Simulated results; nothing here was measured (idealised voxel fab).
Herein follows the process module entitled voxel local oxidation.
For reference, the cross-section in this document is cut, with width 260 nm and square cells of 5 nm.
We lay out every cross-section as a grid of square cells and spell it out in bands from the top down, where one band means one or more rows of cells.
This entry defines a band. It first specifies the height of the band's top and the height of its bottom in nm, and then specifies the band's materials from left to right, stating each material with its width in nm. The word "all across" identifies a single material that fills the band from edge to edge, while the word "blank" identifies empty space.
Ref level 0: as-received wafer is one material below here. Bottom band extends down with no lower bound ("from 0 down").
When a width is written as two numbers, as in "30 to 40", the first number is the width in the top row of cells of the band and the second is the width in its bottom row, and the width changes by the same amount from each row to the next.
No cell of the cross-section changed in a step that is given as "remained unchanged".
Cavities, sealed: empty space of 8 cells or more with no open way to the top, each as width x height at its distance from the left edge, in nm
If you see something after the settings on a step's line, that's the simulator's own remark about that step.
"overlay nm" on a masked step: distance the mask lay right of its planned place, negative for left.

THE STEPS PLANNED FOR THE PROCESS ARE AS FOLLOWS
1) RECEIVE [material Si]
2) OXIDIZE [depth nm 5]
3) CONFORMAL_DEP [material SiN] [thk nm 15]
4) PATTERN [tone cover] [mask id ACTIVE] [material resist] [width nm 100] [pitch nm 125] [thk nm 20] [overlay nm 0]
5) DIRECTIONAL_ETCH [etch materials SiN] [depth nm 15]
6) STRIP [etch materials resist]
7) SELECTIVE_ETCH [etch materials SiO2] [depth nm 5]
8) OXIDIZE [depth nm 15]
9) STRIP [etch materials SiN]

FIRST OUT OF TWO WAFERS; RUN WENT TO PLAN

CROSS-SECTION OF THE WAFER AT RECEIPT, WHICH IS THE CONDITION AFTER STEP 1
    from 0 down: Si all across
    Cavities, sealed: none

UPON COMPLETION OF STEP 2, THE WAFER APPEARS IN CROSS-SECTION AS SHOWN
    from 0 to -5: SiO2 all across
    Below -5, no change.

UPON COMPLETION OF STEP 3, THE WAFER APPEARS IN CROSS-SECTION AS SHOWN
    from 15 to 0: SiN all across
    Below 0, no change.

UPON COMPLETION OF STEP 4, THE WAFER APPEARS IN CROSS-SECTION AS SHOWN
    from 35 to 15: blank 15, resist 100, blank 25, resist 100, blank 20
    Below 15, no change.

UPON COMPLETION OF STEP 5, THE WAFER APPEARS IN CROSS-SECTION AS SHOWN
    from 35 to 15: blank 15, resist 100, blank 25, resist 100, blank 20
    from 15 to 0: blank 15, SiN 100, blank 25, SiN 100, blank 20
    Below 0, no change.

UPON COMPLETION OF STEP 6, THE WAFER APPEARS IN CROSS-SECTION AS SHOWN
    from 15 to 0: blank 15, SiN 100, blank 25, SiN 100, blank 20
    Below 0, no change.

UPON COMPLETION OF STEP 7, THE WAFER APPEARS IN CROSS-SECTION AS SHOWN
    from 15 to 0: blank 15, SiN 100, blank 25, SiN 100, blank 20
    from 0 to -5: blank 20, SiO2 90, blank 35, SiO2 90, blank 25
    Below -5, no change.

UPON COMPLETION OF STEP 8, THE WAFER APPEARS IN CROSS-SECTION AS SHOWN
    from 15 to 0: blank 15, SiN 100, blank 25, SiN 100, blank 20
    from 0 to -5: blank 20, SiO2 90, blank 35, SiO2 90, blank 25
    from -5 to -20: SiO2 35, Si 60, SiO2 65, Si 60, SiO2 40
    Below -20, no change.

UPON COMPLETION OF STEP 9, THE WAFER APPEARS IN CROSS-SECTION AS SHOWN
    from 0 to -5: blank 20, SiO2 90, blank 35, SiO2 90, blank 25
    Below -5, no change.

WAFER TWO. SAME START, SAME PLAN, ONE SLIP IN EXECUTION. SAME AS WAFER ONE THROUGH STEP 1, INCLUSIVE

WHAT THE SECOND WAFER LOOKS LIKE IN CROSS-SECTION WHEN STEP 2 SHOULD HAVE WRAPPED UP
    from 0 to -10: SiO2 all across
    Below -10, no change.

WHAT THE SECOND WAFER LOOKS LIKE IN CROSS-SECTION WHEN STEP 3 SHOULD HAVE WRAPPED UP
    from 15 to 0: SiN all across
    Below 0, no change.

WHAT THE SECOND WAFER LOOKS LIKE IN CROSS-SECTION WHEN STEP 4 SHOULD HAVE WRAPPED UP
    from 35 to 15: blank 15, resist 100, blank 25, resist 100, blank 20
    Below 15, no change.

WHAT THE SECOND WAFER LOOKS LIKE IN CROSS-SECTION WHEN STEP 5 SHOULD HAVE WRAPPED UP
    from 35 to 15: blank 15, resist 100, blank 25, resist 100, blank 20
    from 15 to 0: blank 15, SiN 100, blank 25, SiN 100, blank 20
    Below 0, no change.

WHAT THE SECOND WAFER LOOKS LIKE IN CROSS-SECTION WHEN STEP 6 SHOULD HAVE WRAPPED UP
    from 15 to 0: blank 15, SiN 100, blank 25, SiN 100, blank 20
    Below 0, no change.

WHAT THE SECOND WAFER LOOKS LIKE IN CROSS-SECTION WHEN STEP 7 SHOULD HAVE WRAPPED UP
    from 15 to 0: blank 15, SiN 100, blank 25, SiN 100, blank 20
    from 0 to -5: blank 20, SiO2 90, blank 35, SiO2 90, blank 25
    Below -5, no change.

What the second wafer looks like in cross-section when step 8 should have wrapped up: remained unchanged

WHAT THE SECOND WAFER LOOKS LIKE IN CROSS-SECTION WHEN STEP 9 SHOULD HAVE WRAPPED UP
    from 0 to -5: blank 20, SiO2 90, blank 35, SiO2 90, blank 25
    Below -5, no change.
So what did we get wrong on this run? so step 2 ended up running with a different setting than we planned, it ran as OXIDIZE [depth nm 10]
Final wafer comparison in cells, second versus first, more or fewer per material: Si +32, SiO2 -32
